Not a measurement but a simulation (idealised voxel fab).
Presented below is a process module, voxel double patterning.
Displayed cross-section: cut, width of 225 nm, square cells sized 5 nm.
In what follows, cross-sections appear as grids of square cells, described through bands that run from the top down, where every band is one or more rows of cells.
Top height, bottom height, nm. Materials left to right, width each, nm. Single material + "everywhere" = fills band edge to edge. "air" = empty.
Heights are measured from 0, the level below which the as-received wafer is all one material; the lowest band has no bottom and continues downward, written as in "0 down".
Width: "30..40" (first number = top row, second number = bottom row, same change from row to row of cells).
"no modifications" -> step changed no cross-section cell.
Under "Closed cavities" you'll find the enclosed gaps, the ones with no way out to the top, that are 8 cells or bigger; each reads width x height at distance, with distance counted from the left edge, everything in nm.
Text after the settings on a step's line: the simulator's own remark on that step.
You can add "overlay nm" to a step's line. For a step with a mask, it describes how far the mask lay to the right of its planned position, and a negative number describes a lay to the left.
## So here's the lineup of process steps we planned
1 RECEIVE (material Si)
2 CONFORMAL_DEP (material SiO2; thk nm 5)
3 DIRECTIONAL_DEP (material W; thk nm 20)
4 DIRECTIONAL_DEP (material SiCN; thk nm 10)
5 DIRECTIONAL_DEP (material aC; thk nm 15)
6 PATTERN (tone open; mask id FIRST; material resist; width nm 15; pitch nm 50; thk nm 35; overlay nm 0)
7 DIRECTIONAL_ETCH (etch materials aC; depth nm 15)
8 STRIP (etch materials resist)
9 DIRECTIONAL_ETCH (etch materials SiCN; depth nm 10)
10 STRIP (etch materials aC)
11 DIRECTIONAL_DEP (material aC; thk nm 10)
12 PATTERN (tone open; mask id SECOND; material resist; width nm 15; thk nm 25; overlay nm 0)
13 DIRECTIONAL_ETCH (etch materials aC; depth nm 10)
14 STRIP (etch materials resist)
15 DIRECTIONAL_ETCH (etch materials SiCN; depth nm 10)
16 STRIP (etch materials aC)
17 DIRECTIONAL_ETCH (etch materials W; depth nm 20)
18 STRIP (etch materials SiCN)
## Shown in cross-section is the wafer as received, that is, as it stands after step 1
    0 down  Si everywhere
    Closed cavities: none
## Cross-section, first of two wafers, end of module, run as planned
    25 to 5  80 nm W | 15 nm air | 10 nm W | 15 nm air | 10 nm W | 15 nm air | 80 nm W
    5 to 0  SiO2 everywhere
    0 down  Si everywhere
    Closed cavities: none
## Cross-sectional image of the second wafer of the two following completion of the module. Starting state and process plan were the same as for the first wafer; one execution error occurred
    25 to 5  75 nm W | 15 nm air | 15 nm W | 15 nm air | 5 nm W | 15 nm air | 85 nm W
    5 to 0  SiO2 everywhere
    0 down  Si everywhere
    Closed cavities: none
Deviation noted in wafer processing: step 6 ran differently from the plan; actual operation with settings: PATTERN (tone open; mask id FIRST; material resist; width nm 15; pitch nm 50; thk nm 35; overlay nm -5)
By the end, you'd get the same cell count for each material on either wafer, but the second wafer puts them somewhere else.
